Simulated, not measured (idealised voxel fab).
process module | voxel transistor to metal
We display cut, a cross-section 295 nm in width whose square cells are each 5 nm.
A cross-section is written here as square cells arranged in a grid, and it is given in bands from the top down, each band taking up one or more rows of cells. The entry gives the band's vertical extent as a top height and a bottom height in nm, then its horizontal make-up as materials from left to right, each with a width in nm. "empty" stands for empty space; a single material marked "everywhere" fills the band edge to edge. Height datum 0, below which the as-received substrate wafer is one material. Lowest band open at the bottom, running downward: "0 -> down". So if you see something like "30 to 40" for the width, read it as the top row of the band sitting at the first number and the bottom row at the second, with every row in between moving by the same amount as the last. Take "remains unaltered" at face value: in the step it is given for, the cross-section changed in none of its cells. "Closed void table": empty spaces of 8 cells or more with no open way to the top, each given as width x height at distance, distance from the left edge, all in nm. Whatever follows a step's settings on its line is a remark the simulator itself makes about that step. "overlay nm" denotes, for a step that has a mask, the displacement of the mask to the right of its planned place, with negative values corresponding to the left. Read each pair as before and after one process step. The after cross-section shows only down to the lowest band that changed. The step between them and its settings are given below the pair. Pairs can come from different runs of this module on the same starting wafer. A pair continues from the pair above only where its "Ahead of processing" entry says so.
Ahead of processing
- 70 -> 65  Ru everywhere
- 65 -> 60  30 TiN  25 Ru  40 TiN  25 Ru  50 TiN  25 Ru  40 TiN  25 Ru  35 TiN
- 60 -> 50  25 SiO2  5 TiN  25 Ru  5 TiN  30 SiO2  5 TiN  25 Ru  5 TiN  40 SiO2  5 TiN  25 Ru  5 TiN  30 SiO2  5 TiN  25 Ru  5 TiN  30 SiO2
- 50 -> 45  25 SiO2  5 TiN  20 Ru  10 TiN  30 SiO2  10 TiN  20 Ru  5 TiN  40 SiO2  5 TiN  20 Ru  10 TiN  30 SiO2  10 TiN  20 Ru  5 TiN  30 SiO2
- 45 -> 30  25 SiO2  5 TiN  20 Ru  5 TiN  5 SiN  5 SiO2  20 SiCN  5 SiO2  5 SiN  5 TiN  20 Ru  5 TiN  40 SiO2  5 TiN  20 Ru  5 TiN  5 SiN  5 SiO2  20 SiCN  5 SiO2  5 SiN  5 TiN  20 Ru  5 TiN  30 SiO2
- 30 -> 5  25 SiO2  5 TiN  20 Ru  5 TiN  5 SiN  5 SiO2  20 polySi  5 SiO2  5 SiN  5 TiN  20 Ru  5 TiN  40 SiO2  5 TiN  20 Ru  5 TiN  5 SiN  5 SiO2  20 polySi  5 SiO2  5 SiN  5 TiN  20 Ru  5 TiN  30 SiO2
- 5 -> 0  20 SiO2  5 SiN  30 TiN  5 SiN  5 SiO2  20 polySi  5 SiO2  5 SiN  30 TiN  5 SiN  30 SiO2  5 SiN  30 TiN  5 SiN  5 SiO2  20 polySi  5 SiO2  5 SiN  30 TiN  5 SiN  25 SiO2
- 0 -> -5  25 SiO2  30 nSi  40 SiO2  30 nSi  40 SiO2  30 nSi  40 SiO2  30 nSi  30 SiO2
- -5 -> -40  25 SiO2  100 Si  40 SiO2  100 Si  30 SiO2
- -40 -> down  Si everywhere
- Closed void table: none
Sectional Result
- 55 -> 45  25 SiO2  5 TiN  25 to 20 Ru  5 to 10 TiN  30 SiO2  5 to 10 TiN  25 to 20 Ru  5 TiN  40 SiO2  5 TiN  25 to 20 Ru  5 to 10 TiN  30 SiO2  5 to 10 TiN  25 to 20 Ru  5 TiN  30 SiO2
- Under the height 45 nothing was changed.
- Closed void table: none
The step carried out between the cross-section before it and the cross-section after it, both shown above, is op CMP | height nm 55
Ahead of processing: check the pair just above; its after cross-section is our before state.
Sectional Result
- 60 -> 55  TiN everywhere
- Under the height 55 nothing was changed.
- Closed void table: none
The step carried out between the cross-section before it and the cross-section after it, both shown above, is op DIRECTIONAL_DEP | material TiN | thk nm 5
Ahead of processing: check the pair just above; its after cross-section is our before state.
Sectional Result
- 75 -> 60  Ru everywhere
- Under the height 60 nothing was changed.
- Closed void table: none
The step carried out between the cross-section before it and the cross-section after it, both shown above, is op DIRECTIONAL_DEP | material Ru | thk nm 15
Ahead of processing: check the pair just above; its after cross-section is our before state.
Sectional Result
- 75 -> 60  25 empty  20 Ru  60 empty  20 Ru  40 empty  20 Ru  60 empty  20 Ru  30 empty
- Under the height 60 nothing was changed.
- Closed void table: none
The step carried out between the cross-section before it and the cross-section after it, both shown above, is op MASKED_ETCH | tone cover | mask id METAL_1 | width nm 20 | etch materials Ru | depth nm 15 | overlay nm 0
Ahead of processing: check the pair just above; its after cross-section is our before state.
Sectional Result
- 75 -> 60  25 empty  20 Ru  60 empty  20 Ru  40 empty  20 Ru  60 empty  20 Ru  30 empty
- 60 -> 55  25 empty  20 TiN  60 empty  20 TiN  40 empty  20 TiN  60 empty  20 TiN  30 empty
- Under the height 55 nothing was changed.
- Closed void table: none
The step carried out between the cross-section before it and the cross-section after it, both shown above, is op MASKED_ETCH | tone cover | mask id METAL_1 | width nm 20 | etch materials TiN | depth nm 5 | overlay nm 0
Ahead of processing: check the pair just above; its after cross-section is our before state.
Sectional Result
- 80 -> 75  SiO2 everywhere
- 75 -> 60  25 SiO2  20 Ru  60 SiO2  20 Ru  40 SiO2  20 Ru  60 SiO2  20 Ru  30 SiO2
- 60 -> 55  25 SiO2  20 TiN  60 SiO2  20 TiN  40 SiO2  20 TiN  60 SiO2  20 TiN  30 SiO2
- Under the height 55 nothing was changed.
- Closed void table: none
The step carried out between the cross-section before it and the cross-section after it, both shown above, is op FILL_DEP | material SiO2 | thk nm 5
Ahead of processing: check the pair just above; its after cross-section is our before state.
Sectional Result
- 85 -> 80  SiCN everywhere
- Under the height 80 nothing was changed.
- Closed void table: none
The step carried out between the cross-section before it and the cross-section after it, both shown above, is op CONFORMAL_DEP | material SiCN | thk nm 5
Ahead of processing: check the pair just above; its after cross-section is our before state.
Sectional Result
- 115 -> 85  lowk everywhere
- Under the height 85 nothing was changed.
- Closed void table: none
The step carried out between the cross-section before it and the cross-section after it, both shown above, is op DIRECTIONAL_DEP | material lowk | thk nm 30
Ahead of processing: check the pair just above; its after cross-section is our before state.
Sectional Result
- 125 -> 115  aC everywhere
- Under the height 115 nothing was changed.
- Closed void table: none
The step carried out between the cross-section before it and the cross-section after it, both shown above, is op DIRECTIONAL_DEP | material aC | thk nm 10
Ahead of processing: check the pair just above; its after cross-section is our before state.
Sectional Result
- 155 -> 125  25 resist  20 empty  120 resist  20 empty  110 resist
- Under the height 125 nothing was changed.
- Closed void table: none
The step carried out between the cross-section before it and the cross-section after it, both shown above, is op PATTERN | tone open | mask id METAL_2 | material resist | width nm 20 | pitch nm 140 | thk nm 30 | overlay nm 0
Ahead of processing: check the pair just above; its after cross-section is our before state.
Sectional Result
- 145 -> 125  25 resist  20 empty  120 resist  20 empty  110 resist
- 125 -> 115  25 aC  20 empty  120 aC  20 empty  110 aC
- Under the height 115 nothing was changed.
- Closed void table: none
The step carried out between the cross-section before it and the cross-section after it, both shown above, is op DIRECTIONAL_ETCH | etch materials aC | depth nm 10
Ahead of processing: check the pair just above; its after cross-section is our before state.
Sectional Result
- 125 -> 115  25 aC  20 empty  120 aC  20 empty  110 aC
- Under the height 115 nothing was changed.
- Closed void table: none
The step carried out between the cross-section before it and the cross-section after it, both shown above, is op STRIP | etch materials resist
Ahead of processing: check the pair just above; its after cross-section is our before state.
Sectional Result
- 125 -> 115  25 aC  20 empty  120 aC  20 empty  110 aC
- 115 -> 100  25 lowk  20 empty  120 lowk  20 empty  110 lowk
- Under the height 100 nothing was changed.
- Closed void table: none
The step carried out between the cross-section before it and the cross-section after it, both shown above, is op DIRECTIONAL_ETCH | etch materials lowk | depth nm 15
Ahead of processing: check the pair just above; its after cross-section is our before state.
Sectional Result
- 115 -> 100  25 lowk  20 empty  120 lowk  20 empty  110 lowk
- Under the height 100 nothing was changed.
- Closed void table: none
The step carried out between the cross-section before it and the cross-section after it, both shown above, is op STRIP | etch materials aC
Ahead of processing: check the pair just above; its after cross-section is our before state.
Sectional Result
- 130 -> 115  25 resist  15 empty  125 resist  15 empty  115 resist
- 115 -> 100  25 lowk  15 empty  5 resist  120 lowk  15 empty  5 resist  110 lowk
- Under the height 100 nothing was changed.
- Closed void table: none
The step carried out between the cross-section before it and the cross-section after it, both shown above, is op PATTERN | tone open | mask id METAL_2_HOLES | material resist | width nm 15 | pitch nm 140 | thk nm 15 | overlay nm 0
Ahead of processing: check the pair just above; its after cross-section is our before state.
Sectional Result
- 130 -> 115  25 resist  15 empty  125 resist  15 empty  115 resist
- 115 -> 100  25 lowk  15 empty  5 resist  120 lowk  15 empty  5 resist  110 lowk
- 100 -> 85  25 lowk  15 empty  125 lowk  15 empty  115 lowk
- Under the height 85 nothing was changed.
- Closed void table: none
The step carried out between the cross-section before it and the cross-section after it, both shown above, is op DIRECTIONAL_ETCH | etch materials lowk | depth nm 15
Ahead of processing: check the pair just above; its after cross-section is our before state.
Sectional Result
- 130 -> 115  25 resist  15 empty  125 resist  15 empty  115 resist
- 115 -> 100  25 lowk  15 empty  5 resist  120 lowk  15 empty  5 resist  110 lowk
- 100 -> 85  25 lowk  15 empty  125 lowk  15 empty  115 lowk
- 85 -> 80  25 SiCN  15 empty  125 SiCN  15 empty  115 SiCN
- Under the height 80 nothing was changed.
- Closed void table: none
The step carried out between the cross-section before it and the cross-section after it, both shown above, is op DIRECTIONAL_ETCH | etch materials SiCN | depth nm 5
Ahead of processing: check the pair just above; its after cross-section is our before state.
Sectional Result
- 115 -> 100  25 lowk  20 empty  120 lowk  20 empty  110 lowk
- Under the height 100 nothing was changed.
- Closed void table: none
The step carried out between the cross-section before it and the cross-section after it, both shown above, is op STRIP | etch materials resist
Ahead of processing: check the pair just above; its after cross-section is our before state.
Sectional Result
- 120 -> 115  30 TiN  10 empty  130 TiN  10 empty  115 TiN
- 115 -> 105  25 lowk  5 TiN  10 empty  5 TiN  120 lowk  5 TiN  10 empty  5 TiN  110 lowk
- 105 -> 100  25 lowk  5 TiN  5 empty  10 TiN  120 lowk  5 TiN  5 empty  10 TiN  110 lowk
- 100 -> 85  25 lowk  5 TiN  5 empty  5 TiN  125 lowk  5 TiN  5 empty  5 TiN  115 lowk
- 85 -> 80  25 SiCN  15 TiN  125 SiCN  15 TiN  115 SiCN
- Under the height 80 nothing was changed.
- Closed void table: none
The step carried out between the cross-section before it and the cross-section after it, both shown above, is op CONFORMAL_DEP | material TiN | thk nm 5
Ahead of processing: check the pair just above; its after cross-section is our before state.
Sectional Result
- 130 -> 120  Ru everywhere
- 120 -> 115  30 TiN  10 Ru  130 TiN  10 Ru  115 TiN
- 115 -> 105  25 lowk  5 TiN  10 Ru  5 TiN  120 lowk  5 TiN  10 Ru  5 TiN  110 lowk
- 105 -> 100  25 lowk  5 TiN  5 Ru  10 TiN  120 lowk  5 TiN  5 Ru  10 TiN  110 lowk
- 100 -> 85  25 lowk  5 TiN  5 Ru  5 TiN  125 lowk  5 TiN  5 Ru  5 TiN  115 lowk
- Under the height 85 nothing was changed.
- Closed void table: none
The step carried out between the cross-section before it and the cross-section after it, both shown above, is op FILL_DEP | material Ru | thk nm 10
Ahead of processing: check the pair just above; its after cross-section is our before state.
Sectional Result
- 115 -> 105  25 lowk  5 TiN  10 Ru  5 TiN  120 lowk  5 TiN  10 Ru  5 TiN  110 lowk
- Under the height 105 nothing was changed.
- Closed void table: none
The step carried out between the cross-section before it and the cross-section after it, both shown above, is op CMP | height nm 115
Ahead of processing: check the pair just above; its after cross-section is our before state.
Sectional Result
- 120 -> 115  SiN everywhere
- Under the height 115 nothing was changed.
- Closed void table: none
The step carried out between the cross-section before it and the cross-section after it, both shown above, is op CONFORMAL_DEP | material SiN | thk nm 5
Ahead of processing
- 20 -> 5  SiN everywhere
- 5 -> 0  SiO2 everywhere
- 0 -> down  Si everywhere
- Closed void table: none
Sectional Result
- 40 -> 20  20 empty  115 resist  25 empty  115 resist  20 empty
- Under the height 20 nothing was changed.
- Closed void table: none
The step carried out between the cross-section before it and the cross-section after it, both shown above, is op PATTERN | tone cover | mask id ACTIVE | material resist | width nm 115 | pitch nm 140 | thk nm 20 | overlay nm 0
Ahead of processing: check the pair just above; its after cross-section is our before state.
Sectional Result
- 40 -> 20  20 empty  115 resist  25 empty  115 resist  20 empty
- 20 -> 5  20 empty  115 SiN  25 empty  115 SiN  20 empty
- Under the height 5 nothing was changed.
- Closed void table: none
The step carried out between the cross-section before it and the cross-section after it, both shown above, is op DIRECTIONAL_ETCH | etch materials SiN | depth nm 15
Ahead of processing: check the pair just above; its after cross-section is our before state.
Sectional Result
- 40 -> 20  20 empty  115 resist  25 empty  115 resist  20 empty
- 20 -> 5  20 empty  115 SiN  25 empty  115 SiN  20 empty
- 5 -> 0  20 empty  115 SiO2  25 empty  115 SiO2  20 empty
- Under the height 0 nothing was changed.
- Closed void table: none
The step carried out between the cross-section before it and the cross-section after it, both shown above, is op DIRECTIONAL_ETCH | etch materials SiO2 | depth nm 5
Ahead of processing: check the pair just above; its after cross-section is our before state.
Sectional Result
- 40 -> 20  20 empty  115 resist  25 empty  115 resist  20 empty
- 20 -> 5  20 empty  115 SiN  25 empty  115 SiN  20 empty
- 5 -> 0  20 empty  115 SiO2  25 empty  115 SiO2  20 empty
- 0 -> -35  20 empty  115 Si  25 empty  115 Si  20 empty
- Under the height -35 nothing was changed.
- Closed void table: none
The step carried out between the cross-section before it and the cross-section after it, both shown above, is op DIRECTIONAL_ETCH | etch materials Si | depth nm 35
Ahead of processing: check the pair just above; its after cross-section is our before state.
Sectional Result
- 20 -> 5  20 empty  115 SiN  25 empty  115 SiN  20 empty
- Under the height 5 nothing was changed.
- Closed void table: none
The step carried out between the cross-section before it and the cross-section after it, both shown above, is op STRIP | etch materials resist
Ahead of processing: check the pair just above; its after cross-section is our before state.
Sectional Result
- 20 -> 5  20 empty  115 SiN  25 empty  115 SiN  20 empty
- 5 -> 0  20 empty  115 SiO2  25 empty  115 SiO2  20 empty
- 0 -> -35  20 empty  5 SiO2  105 Si  5 SiO2  25 empty  5 SiO2  105 Si  5 SiO2  20 empty
- -35 -> -40  25 SiO2  105 Si  35 SiO2  105 Si  25 SiO2
- Under the height -40 nothing was changed.
- Closed void table: none
The step carried out between the cross-section before it and the cross-section after it, both shown above, is op OXIDIZE | depth nm 5
Ahead of processing: check the pair just above; its after cross-section is our before state.
Sectional Result
- 35 -> 20  SiO2 everywhere
- 20 -> 5  20 SiO2  115 SiN  25 SiO2  115 SiN  20 SiO2
- 5 -> 0  SiO2 everywhere
- 0 -> -40  25 SiO2  105 Si  35 SiO2  105 Si  25 SiO2
- Under the height -40 nothing was changed.
- Closed void table: none
The step carried out between the cross-section before it and the cross-section after it, both shown above, is op FILL_DEP | material SiO2 | thk nm 15
Ahead of processing: check the pair just above; its after cross-section is our before state.
Sectional Result
- 20 -> 5  20 SiO2  115 SiN  25 SiO2  115 SiN  20 SiO2
- Under the height 5 nothing was changed.
- Closed void table: none
The step carried out between the cross-section before it and the cross-section after it, both shown above, is op CMP | height nm 20
Ahead of processing: check the pair just above; its after cross-section is our before state.
Sectional Result
- 20 -> 10  20 empty  115 SiN  25 empty  115 SiN  20 empty
- Under the height 10 nothing was changed.
- Closed void table: none
The step carried out between the cross-section before it and the cross-section after it, both shown above, is op SELECTIVE_ETCH | etch materials SiO2 | depth nm 10
Ahead of processing: check the pair just above; its after cross-section is our before state.
Sectional Result
- 10 -> 5  20 SiO2  115 empty  25 SiO2  115 empty  20 SiO2
- Under the height 5 nothing was changed.
- Closed void table: none
The step carried out between the cross-section before it and the cross-section after it, both shown above, is op STRIP | etch materials SiN
Ahead of processing: check the pair just above; its after cross-section is our before state.
Sectional Result
- 5 -> 0  15 SiO2  125 empty  15 SiO2  125 empty  15 SiO2
- Under the height 0 nothing was changed.
- Closed void table: none
The step carried out between the cross-section before it and the cross-section after it, both shown above, is op SELECTIVE_ETCH | etch materials SiO2 | depth nm 5
Ahead of processing: check the pair just above; its after cross-section is our before state.
Sectional Result
- 5 -> 0  15 SiO2  125 empty  15 SiO2  125 empty  15 SiO2
- 0 -> -5  SiO2 everywhere
- Under the height -5 nothing was changed.
- Closed void table: none
The step carried out between the cross-section before it and the cross-section after it, both shown above, is op OXIDIZE | depth nm 5
Ahead of processing: check the pair just above; its after cross-section is our before state.
Sectional Result
- 35 -> 30  15 polySi  125 empty  15 polySi  125 empty  15 polySi
- 30 -> 5  polySi everywhere
- 5 -> 0  15 SiO2  125 polySi  15 SiO2  125 polySi  15 SiO2
- Under the height 0 nothing was changed.
- Closed void table: none
The step carried out between the cross-section before it and the cross-section after it, both shown above, is op DIRECTIONAL_DEP | material polySi | thk nm 30
Ahead of processing: check the pair just above; its after cross-section is our before state.
Sectional Result
- 50 -> 45  15 SiCN  125 empty  15 SiCN  125 empty  15 SiCN
- 45 -> 35  SiCN everywhere
- 35 -> 30  15 polySi  125 SiCN  15 polySi  125 SiCN  15 polySi
- Under the height 30 nothing was changed.
- Closed void table: none
The step carried out between the cross-section before it and the cross-section after it, both shown above, is op DIRECTIONAL_DEP | material SiCN | thk nm 15
Ahead of processing: check the pair just above; its after cross-section is our before state.
Sectional Result
- 45 -> 35  65 empty  20 SiCN  120 empty  20 SiCN  70 empty
- 35 -> 30  15 polySi  50 empty  20 SiCN  55 empty  15 polySi  50 empty  20 SiCN  55 empty  15 polySi
- Under the height 30 nothing was changed.
- Closed void table: none
The step carried out between the cross-section before it and the cross-section after it, both shown above, is op MASKED_ETCH | tone cover | mask id GATE | width nm 20 | pitch nm 140 | etch materials SiCN | depth nm 25 | overlay nm 0
Ahead of processing: check the pair just above; its after cross-section is our before state.
Sectional Result
- 45 -> 30  65 empty  20 SiCN  120 empty  20 SiCN  70 empty
- 30 -> 5  65 empty  20 polySi  120 empty  20 polySi  70 empty
- 5 -> 0  15 SiO2  50 empty  20 polySi  55 empty  15 SiO2  50 empty  20 polySi  55 empty  15 SiO2
- Under the height 0 nothing was changed.
- Closed void table: none
The step carried out between the cross-section before it and the cross-section after it, both shown above, is op MASKED_ETCH | tone cover | mask id GATE | width nm 20 | pitch nm 140 | etch materials polySi | depth nm 40 | overlay nm 0
Ahead of processing: check the pair just above; its after cross-section is our before state.
Sectional Result
- 50 -> 45  60 empty  30 SiO2  110 empty  30 SiO2  65 empty
- 45 -> 30  60 empty  5 SiO2  20 SiCN  5 SiO2  110 empty  5 SiO2  20 SiCN  5 SiO2  65 empty
- 30 -> 10  60 empty  5 SiO2  20 polySi  5 SiO2  110 empty  5 SiO2  20 polySi  5 SiO2  65 empty
- 10 -> 5  20 SiO2  40 empty  5 SiO2  20 polySi  5 SiO2  45 empty  25 SiO2  40 empty  5 SiO2  20 polySi  5 SiO2  45 empty  20 SiO2
- 5 -> 0  65 SiO2  20 polySi  120 SiO2  20 polySi  70 SiO2
- Under the height 0 nothing was changed.
- Closed void table: none
The step carried out between the cross-section before it and the cross-section after it, both shown above, is op CONFORMAL_DEP | material SiO2 | thk nm 5
Ahead of processing: check the pair just above; its after cross-section is our before state.
Sectional Result
- 45 -> 30  60 empty  5 SiO2  20 SiCN  5 SiO2  110 empty  5 SiO2  20 SiCN  5 SiO2  65 empty
- 30 -> 5  60 empty  5 SiO2  20 polySi  5 SiO2  110 empty  5 SiO2  20 polySi  5 SiO2  65 empty
- 5 -> 0  20 SiO2  40 empty  5 SiO2  20 polySi  5 SiO2  45 empty  25 SiO2  40 empty  5 SiO2  20 polySi  5 SiO2  45 empty  20 SiO2
- Under the height 0 nothing was changed.
- Closed void table: none
The step carried out between the cross-section before it and the cross-section after it, both shown above, is op DIRECTIONAL_ETCH | etch materials SiO2 | depth nm 5
Ahead of processing: check the pair just above; its after cross-section is our before state.
Sectional Result
- 50 -> 45  55 empty  40 SiN  100 empty  40 SiN  60 empty
- 45 -> 30  55 empty  5 SiN  5 SiO2  20 SiCN  5 SiO2  5 SiN  100 empty  5 SiN  5 SiO2  20 SiCN  5 SiO2  5 SiN  60 empty
- 30 -> 10  55 empty  5 SiN  5 SiO2  20 polySi  5 SiO2  5 SiN  100 empty  5 SiN  5 SiO2  20 polySi  5 SiO2  5 SiN  60 empty
- 10 -> 5  25 SiN  30 empty  5 SiN  5 SiO2  20 polySi  5 SiO2  5 SiN  35 empty  35 SiN  30 empty  5 SiN  5 SiO2  20 polySi  5 SiO2  5 SiN  35 empty  25 SiN
- 5 -> 0  20 SiO2  40 SiN  5 SiO2  20 polySi  5 SiO2  45 SiN  25 SiO2  40 SiN  5 SiO2  20 polySi  5 SiO2  45 SiN  20 SiO2
- Under the height 0 nothing was changed.
- Closed void table: none
The step carried out between the cross-section before it and the cross-section after it, both shown above, is op CONFORMAL_DEP | material SiN | thk nm 5
Ahead of processing: check the pair just above; its after cross-section is our before state.
Sectional Result
- 45 -> 30  55 empty  5 SiN  5 SiO2  20 SiCN  5 SiO2  5 SiN  100 empty  5 SiN  5 SiO2  20 SiCN  5 SiO2  5 SiN  60 empty
- 30 -> 5  55 empty  5 SiN  5 SiO2  20 polySi  5 SiO2  5 SiN  100 empty  5 SiN  5 SiO2  20 polySi  5 SiO2  5 SiN  60 empty
- 5 -> 0  20 SiO2  5 SiN  30 empty  5 SiN  5 SiO2  20 polySi  5 SiO2  5 SiN  35 empty  5 SiN  25 SiO2  5 SiN  30 empty  5 SiN  5 SiO2  20 polySi  5 SiO2  5 SiN  35 empty  5 SiN  20 SiO2
- Under the height 0 nothing was changed.
- Closed void table: none
The step carried out between the cross-section before it and the cross-section after it, both shown above, is op DIRECTIONAL_ETCH | etch materials SiN | depth nm 5
Ahead of processing: check the pair just above; its after cross-section is our before state.
Sectional Result
- 45 -> 40  55 empty  5 SiN  5 empty  20 SiCN  5 empty  5 SiN  100 empty  5 SiN  5 empty  20 SiCN  5 empty  5 SiN  60 empty
- 40 -> 30  55 empty  5 SiN  5 SiO2  20 SiCN  5 SiO2  5 SiN  100 empty  5 SiN  5 SiO2  20 SiCN  5 SiO2  5 SiN  60 empty
- 30 -> 5  55 empty  5 SiN  5 SiO2  20 polySi  5 SiO2  5 SiN  100 empty  5 SiN  5 SiO2  20 polySi  5 SiO2  5 SiN  60 empty
- 5 -> 0  20 empty  5 SiN  30 empty  5 SiN  5 SiO2  20 polySi  5 SiO2  5 SiN  35 empty  5 SiN  25 empty  5 SiN  30 empty  5 SiN  5 SiO2  20 polySi  5 SiO2  5 SiN  35 empty  5 SiN  20 empty
- 0 -> -5  25 SiO2  30 empty  40 SiO2  35 empty  35 SiO2  30 empty  40 SiO2  35 empty  25 SiO2
- Under the height -5 nothing was changed.
- Closed void table: none
The step carried out between the cross-section before it and the cross-section after it, both shown above, is op DIRECTIONAL_ETCH | etch materials SiO2 | depth nm 5
Ahead of processing: check the pair just above; its after cross-section is our before state.
Sectional Result
- 45 -> 40  55 empty  5 SiN  5 empty  20 SiCN  5 empty  5 SiN  100 empty  5 SiN  5 empty  20 SiCN  5 empty  5 SiN  60 empty
- 40 -> 30  55 empty  5 SiN  5 SiO2  20 SiCN  5 SiO2  5 SiN  100 empty  5 SiN  5 SiO2  20 SiCN  5 SiO2  5 SiN  60 empty
- 30 -> 5  55 empty  5 SiN  5 SiO2  20 polySi  5 SiO2  5 SiN  100 empty  5 SiN  5 SiO2  20 polySi  5 SiO2  5 SiN  60 empty
- 5 -> 0  20 empty  5 SiN  30 empty  5 SiN  5 SiO2  20 polySi  5 SiO2  5 SiN  35 empty  5 SiN  25 empty  5 SiN  30 empty  5 SiN  5 SiO2  20 polySi  5 SiO2  5 SiN  35 empty  5 SiN  20 empty
- 0 -> -5  25 SiO2  30 nSi  40 SiO2  35 nSi  35 SiO2  30 nSi  40 SiO2  35 nSi  25 SiO2
- Under the height -5 nothing was changed.
- Closed void table: none
The step carried out between the cross-section before it and the cross-section after it, both shown above, is op EPI | material nSi | thk nm 5
Ahead of processing: check the pair just above; its after cross-section is our before state.
Sectional Result
- 50 -> 45  SiO2 everywhere
- 45 -> 30  55 SiO2  5 SiN  5 SiO2  20 SiCN  5 SiO2  5 SiN  100 SiO2  5 SiN  5 SiO2  20 SiCN  5 SiO2  5 SiN  60 SiO2
- 30 -> 5  55 SiO2  5 SiN  5 SiO2  20 polySi  5 SiO2  5 SiN  100 SiO2  5 SiN  5 SiO2  20 polySi  5 SiO2  5 SiN  60 SiO2
- 5 -> 0  20 SiO2  5 SiN  30 SiO2  5 SiN  5 SiO2  20 polySi  5 SiO2  5 SiN  35 SiO2  5 SiN  25 SiO2  5 SiN  30 SiO2  5 SiN  5 SiO2  20 polySi  5 SiO2  5 SiN  35 SiO2  5 SiN  20 SiO2
- Under the height 0 nothing was changed.
- Closed void table: none
The step carried out between the cross-section before it and the cross-section after it, both shown above, is op FILL_DEP | material SiO2 | thk nm 5
Ahead of processing: check the pair just above; its after cross-section is our before state.
Sectional Result
- 45 -> 30  55 SiO2  5 SiN  5 SiO2  20 SiCN  5 SiO2  5 SiN  100 SiO2  5 SiN  5 SiO2  20 SiCN  5 SiO2  5 SiN  60 SiO2
- Under the height 30 nothing was changed.
- Closed void table: none
The step carried out between the cross-section before it and the cross-section after it, both shown above, is op CMP | height nm 45
Ahead of processing: check the pair just above; its after cross-section is our before state.
Sectional Result
- 60 -> 45  SiO2 everywhere
- Under the height 45 nothing was changed.
- Closed void table: none
The step carried out between the cross-section before it and the cross-section after it, both shown above, is op DIRECTIONAL_DEP | material SiO2 | thk nm 15
Ahead of processing: check the pair just above; its after cross-section is our before state.
Sectional Result
- 75 -> 60  25 resist  35 empty  30 resist  35 empty  40 resist  35 empty  30 resist  35 empty  30 resist
- Under the height 60 nothing was changed.
- Closed void table: none
The step carried out between the cross-section before it and the cross-section after it, both shown above, is op PATTERN | tone open | mask id CONTACT | material resist | width nm 35 | thk nm 15 | overlay nm 0
Ahead of processing: check the pair just above; its after cross-section is our before state.
Sectional Result
- 75 -> 60  25 resist  35 empty  30 resist  35 empty  40 resist  35 empty  30 resist  35 empty  30 resist
- 60 -> 45  25 SiO2  35 empty  30 SiO2  35 empty  40 SiO2  35 empty  30 SiO2  35 empty  30 SiO2
- 45 -> 30  25 SiO2  30 empty  5 SiN  5 SiO2  20 SiCN  5 SiO2  5 SiN  30 empty  40 SiO2  30 empty  5 SiN  5 SiO2  20 SiCN  5 SiO2  5 SiN  30 empty  30 SiO2
- 30 -> 5  25 SiO2  30 empty  5 SiN  5 SiO2  20 polySi  5 SiO2  5 SiN  30 empty  40 SiO2  30 empty  5 SiN  5 SiO2  20 polySi  5 SiO2  5 SiN  30 empty  30 SiO2
- 5 -> 0  20 SiO2  5 SiN  30 empty  5 SiN  5 SiO2  20 polySi  5 SiO2  5 SiN  30 empty  5 SiO2  5 SiN  25 SiO2  5 SiN  30 empty  5 SiN  5 SiO2  20 polySi  5 SiO2  5 SiN  30 empty  5 SiO2  5 SiN  20 SiO2
- Under the height 0 nothing was changed.
- Closed void table: none
The step carried out between the cross-section before it and the cross-section after it, both shown above, is op DIRECTIONAL_ETCH | etch materials SiO2 | depth nm 60
Ahead of processing: check the pair just above; its after cross-section is our before state.
Sectional Result
- 60 -> 45  25 SiO2  35 empty  30 SiO2  35 empty  40 SiO2  35 empty  30 SiO2  35 empty  30 SiO2
- Under the height 45 nothing was changed.
- Closed void table: none
The step carried out between the cross-section before it and the cross-section after it, both shown above, is op STRIP | etch materials resist
Ahead of processing: check the pair just above; its after cross-section is our before state.
Sectional Result
- 65 -> 60  30 TiN  25 empty  40 TiN  25 empty  50 TiN  25 empty  40 TiN  25 empty  35 TiN
- 60 -> 50  25 SiO2  5 TiN  25 empty  5 TiN  30 SiO2  5 TiN  25 empty  5 TiN  40 SiO2  5 TiN  25 empty  5 TiN  30 SiO2  5 TiN  25 empty  5 TiN  30 SiO2
- 50 -> 45  25 SiO2  5 TiN  20 empty  10 TiN  30 SiO2  10 TiN  20 empty  5 TiN  40 SiO2  5 TiN  20 empty  10 TiN  30 SiO2  10 TiN  20 empty  5 TiN  30 SiO2
- 45 -> 30  25 SiO2  5 TiN  20 empty  5 TiN  5 SiN  5 SiO2  20 SiCN  5 SiO2  5 SiN  5 TiN  20 empty  5 TiN  40 SiO2  5 TiN  20 empty  5 TiN  5 SiN  5 SiO2  20 SiCN  5 SiO2  5 SiN  5 TiN  20 empty  5 TiN  30 SiO2
- 30 -> 5  25 SiO2  5 TiN  20 empty  5 TiN  5 SiN  5 SiO2  20 polySi  5 SiO2  5 SiN  5 TiN  20 empty  5 TiN  40 SiO2  5 TiN  20 empty  5 TiN  5 SiN  5 SiO2  20 polySi  5 SiO2  5 SiN  5 TiN  20 empty  5 TiN  30 SiO2
- 5 -> 0  20 SiO2  5 SiN  30 TiN  5 SiN  5 SiO2  20 polySi  5 SiO2  5 SiN  30 TiN  5 SiO2  5 SiN  25 SiO2  5 SiN  30 TiN  5 SiN  5 SiO2  20 polySi  5 SiO2  5 SiN  30 TiN  5 SiO2  5 SiN  20 SiO2
- Under the height 0 nothing was changed.
- Closed void table: none
The step carried out between the cross-section before it and the cross-section after it, both shown above, is op CONFORMAL_DEP | material TiN | thk nm 5
